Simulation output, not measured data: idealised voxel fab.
process module | voxel self aligned contacts
cross-section cut | 155 nm wide | cells 5 nm
A cross-section is a grid of square cells, given in bands from the top down. A band is one or more rows of cells.
Each band's line starts with the height of the band's top and of its bottom, in nm. Then come its materials from left to right, each with its width in nm. One material with "throughout" fills the band from edge to edge. "air" is empty space.
Height 0 is the level under which the wafer as received is all one material. The lowest band goes on downwards, as in "0 down".
A width such as "30 to 40" changes by the same amount from each row of cells to the next, from the band's top row to its bottom row.
"no change" after a step means that no cell of the cross-section changed.
closed voids: empty space of 8 cells or more with no open way to the top, each as width x height at its distance from the left edge, in nm
after a step's settings: what the simulator itself notes on the step
overlay nm, on a step with a mask: how far to the right of its planned place the mask lay; to the left if negative
plan
1 op RECEIVE | material Si
2 op OXIDIZE | depth nm 5
3 op DIRECTIONAL_DEP | material polySi | thk nm 30
4 op DIRECTIONAL_DEP | material SiN | thk nm 25
5 op PATTERN | tone cover | mask id GATE | material resist | width nm 25 | pitch nm 65 | thk nm 20 | overlay nm 0
6 op DIRECTIONAL_ETCH | etch materials SiN | depth nm 25
7 op DIRECTIONAL_ETCH | etch materials polySi | depth nm 30
8 op STRIP | etch materials resist
9 op CONFORMAL_DEP | material SiN | thk nm 10
10 op DIRECTIONAL_ETCH | etch materials SiN | depth nm 10
11 op FILL_DEP | material SiO2 | thk nm 20
12 op CMP | height nm 65
13 op PATTERN | tone open | mask id CONTACT | material resist | width nm 50 | thk nm 20 | overlay nm 0
14 op DIRECTIONAL_ETCH | etch materials SiO2 | depth nm 70
15 op STRIP | etch materials resist
16 op CONFORMAL_DEP | material TiN | thk nm 5
17 op FILL_DEP | material W | thk nm 5
18 op CMP | height nm 65
19 op CONFORMAL_DEP | material SiN | thk nm 5
as received, after step 1
  0 down: Si throughout
  closed voids: none
first wafer at the end, as planned
  70 to 65: SiN throughout
  65 to 55: SiO2 50 | TiN 5 to 20 | W 40 to 10 | TiN 5 to 20 | SiO2 55
  55 to 30: SiO2 20 | SiN 45 | TiN 5 | W 10 | TiN 5 | SiN 45 | SiO2 25
  30 to 0: SiO2 20 | SiN 10 | polySi 25 | SiN 10 | TiN 5 | W 10 | TiN 5 | SiN 10 | polySi 25 | SiN 10 | SiO2 25
  0 to -5: SiO2 65 | TiN 20 | SiO2 70
  -5 down: Si throughout
  closed voids: none
second wafer at the end: like start, like plan, one mistake
  70 to 65: SiN throughout
  65 to 55: SiO2 50 | TiN 5 to 20 | W 40 to 10 | TiN 5 to 20 | SiO2 55
  55 to 30: SiO2 20 | SiN 45 | TiN 5 | W 10 | TiN 5 | SiN 45 | SiO2 25
  30 to 5: SiO2 20 | SiN 10 | polySi 25 | SiN 10 | TiN 5 | W 10 | TiN 5 | SiN 10 | polySi 25 | SiN 10 | SiO2 25
  5 to 0: SiO2 20 | SiN 10 | polySi 25 | SiN 10 | TiN 20 | SiN 10 | polySi 25 | SiN 10 | SiO2 25
  0 down: Si throughout
  closed voids: none
what went wrong: step 2 was left out
at the end the second wafer has, in cells: 31 more of Si | 27 fewer of SiO2 | 2 fewer of TiN | 2 fewer of W
